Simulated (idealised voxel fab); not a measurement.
A process module follows: voxel ribs on slabs.
Xsec cut, 195 nm wide, square cell size 5 nm.
Square cells in a grid make up a cross-section in this document, and the grid is given as bands, listed from the top down, each one or more rows of cells. It is stipulated that each band's entry specify, in nanometres, the height of the top of the band and then that of its bottom, followed by the materials of the band in left-to-right sequence, each together with its width in nanometres. A single material marked by the word "edge to edge" is understood to fill the band from edge to edge; the word "air" is understood to denote empty space. The reference from which all heights are counted is 0, the level beneath which the as-received wafer is entirely one material; the lowest band, having no lower bound, proceeds downward and is written after the example "0..down". So if you see something like "30..40" for the width, read it as the top row of the band sitting at the first number and the bottom row at the second, with every row in between moving by the same amount as the last. No cell of the cross-section changed in a step that is given as "remained unchanged". Closed-off voids of 8+ cells (no open route to the top) go in "Voids lacking openings", written width x height at distance from the left edge, in nm. Heads up: the bit after the settings on a step's line is the simulator's remark on that step. A step line may carry the setting "overlay nm", which, for steps involving a mask, states the distance by which the mask lay to the right of its intended position; negative values denote displacement to the left.

# Planned step list for the process
1) op RECEIVE | material Si
2) op DIRECTIONAL_DEP | material SiO2 | thk nm 25
3) op DIRECTIONAL_DEP | material SiN | thk nm 20
4) op DIRECTIONAL_DEP | material aC | thk nm 15
5) op PATTERN | tone cover | mask id RIB | material resist | width nm 25 | thk nm 30 | overlay nm 0
6) op DIRECTIONAL_ETCH | etch materials aC | depth nm 15
7) op STRIP | etch materials resist
8) op DIRECTIONAL_ETCH | etch materials SiN | depth nm 5
9) op STRIP | etch materials aC
10) op MASKED_ETCH | tone cover | mask id SLAB | width nm 75 | etch materials SiN | depth nm 15 | overlay nm 0
11) op FILL_DEP | material SiO2 | thk nm 20
12) op CMP | height nm 60
13) op DIRECTIONAL_DEP | material W | thk nm 5
14) op PATTERN | tone cover | mask id HEATER | material resist | width nm 35 | thk nm 20 | overlay nm 0
15) op DIRECTIONAL_ETCH | etch materials W | depth nm 5
16) op STRIP | etch materials resist
17) op CONFORMAL_DEP | material SiO2 | thk nm 10

# This is the cross-section of the wafer as we received it, i.e. after step 1
    0..down  Si edge to edge
    Voids lacking openings: none

# Cross-section, first of two wafers, end of module, run as planned
    75..70  70 nm air, then 55 nm SiO2, then 70 nm air
    70..65  SiO2 edge to edge
    65..60  80 nm SiO2, then 35 nm W, then 80 nm SiO2
    60..45  SiO2 edge to edge
    45..40  85 nm SiO2, then 25 nm SiN, then 85 nm SiO2
    40..25  60 nm SiO2, then 75 nm SiN, then 60 nm SiO2
    25..0  SiO2 edge to edge
    0..down  Si edge to edge
    Voids lacking openings: none

# Presented here is a cross-section of the second of the two wafers as it stood at the end of the module. It was started in the same manner and assigned the same plan as the first wafer; however, one mistake was made in its execution
    75..70  70 nm air, then 55 nm SiO2, then 70 nm air
    70..65  SiO2 edge to edge
    65..60  80 nm SiO2, then 35 nm W, then 80 nm SiO2
    60..55  SiO2 edge to edge
    55..50  85 nm SiO2, then 25 nm SiN, then 85 nm SiO2
    50..35  60 nm SiO2, then 75 nm SiN, then 60 nm SiO2
    35..25  SiN edge to edge
    25..0  SiO2 edge to edge
    0..down  Si edge to edge
    Voids lacking openings: none
Finding, execution versus plan: planned and actual differ for step 3; actual: op DIRECTIONAL_DEP | material SiN | thk nm 30
Materials where the second wafer ends with more or fewer cells than the first: +78 SiN | -78 SiO2
